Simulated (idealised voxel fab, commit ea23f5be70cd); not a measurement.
You're looking at the process module voxel tone inversion.
270 nm wide, 5 nm square cells: that's cross-section cut.
A cross-section is written here as square cells arranged in a grid, and it is given in bands from the top down, each band taking up one or more rows of cells.
Within each band entry, the heights of the top and of the bottom of the band appear first, in that order and in nm; the materials of the band then follow from left to right, each with its corresponding width in nm. The designation "all across" on a single material indicates that it fills the band from edge to edge; the designation "blank" indicates empty space.
Counting heights begins at 0, where everything beneath is, in the wafer as received, one material. The lowest band has no bottom; it goes on downwards, as "0..down" shows.
The two numbers in a width such as "30..40" mark its ends across the band: the first belongs to the top row of cells, the second to the bottom row, and from each row to the next the width moves by the same amount.
Step marked "stayed the same"? Then no cell in the cross-section changed in it.
You'll see "Unvented voids" listing empty spaces that have no way open to the top, as long as they're 8 cells or more; the notation is width x height at distance, where the distance is from the left edge, and all of it is in nm.
If you see something after the settings on a step's line, that's the simulator's own remark about that step.
A step's line can hold "overlay nm"; with a mask on that step, the setting says how far right of the planned place the mask lay, while a negative setting says it lay to the left.

# Planned step list for the process
| 1 | RECEIVE (material Si) |
| 2 | CONFORMAL_DEP (material SiN; thk nm 10) |
| 3 | DIRECTIONAL_DEP (material polySi; thk nm 15) |
| 4 | PATTERN (tone cover; mask id POSTS; material resist; width nm 20; pitch nm 40; thk nm 25; overlay nm 0) |
| 5 | DIRECTIONAL_ETCH (etch materials polySi; depth nm 15) |
| 6 | STRIP (etch materials resist) |
| 7 | FILL_DEP (material lowk; thk nm 5) |
| 8 | CMP (height nm 25) |
| 9 | STRIP (etch materials polySi) |
| 10 | CONFORMAL_DEP (material TiN; thk nm 5) |
| 11 | FILL_DEP (material Ru; thk nm 10) |
| 12 | CMP (height nm 15) |
| 13 | CONFORMAL_DEP (material SiCN; thk nm 5) |
For this document, wafers share an identical start and vary in the step 12 height nm; the plan quotes the first wafer's value.

# Cut through the first of several wafers as received, post step 1
- 0..down: Si all across
- Unvented voids: none

# For your reference, the table is organized with a row per wafer; each row reflects the wafer at the end of the module, indicating for each material the cells gained (+) or lost (-) since receipt, and thereafter its closed voids
height nm 15; +54 SiCN; +108 SiN; +12 TiN; +42 lowk; Unvented voids: none
height nm 20; +6 Ru; +54 SiCN; +108 SiN; +18 TiN; +84 lowk; Unvented voids: none
height nm 25; +12 Ru; +54 SiCN; +108 SiN; +24 TiN; +126 lowk; Unvented voids: none
height nm 30; +18 Ru; +54 SiCN; +108 SiN; +72 TiN; +126 lowk; Unvented voids: none
height nm 35; +72 Ru; +54 SiCN; +108 SiN; +72 TiN; +126 lowk; Unvented voids: none
height nm 40; +126 Ru; +54 SiCN; +108 SiN; +72 TiN; +126 lowk; Unvented voids: none
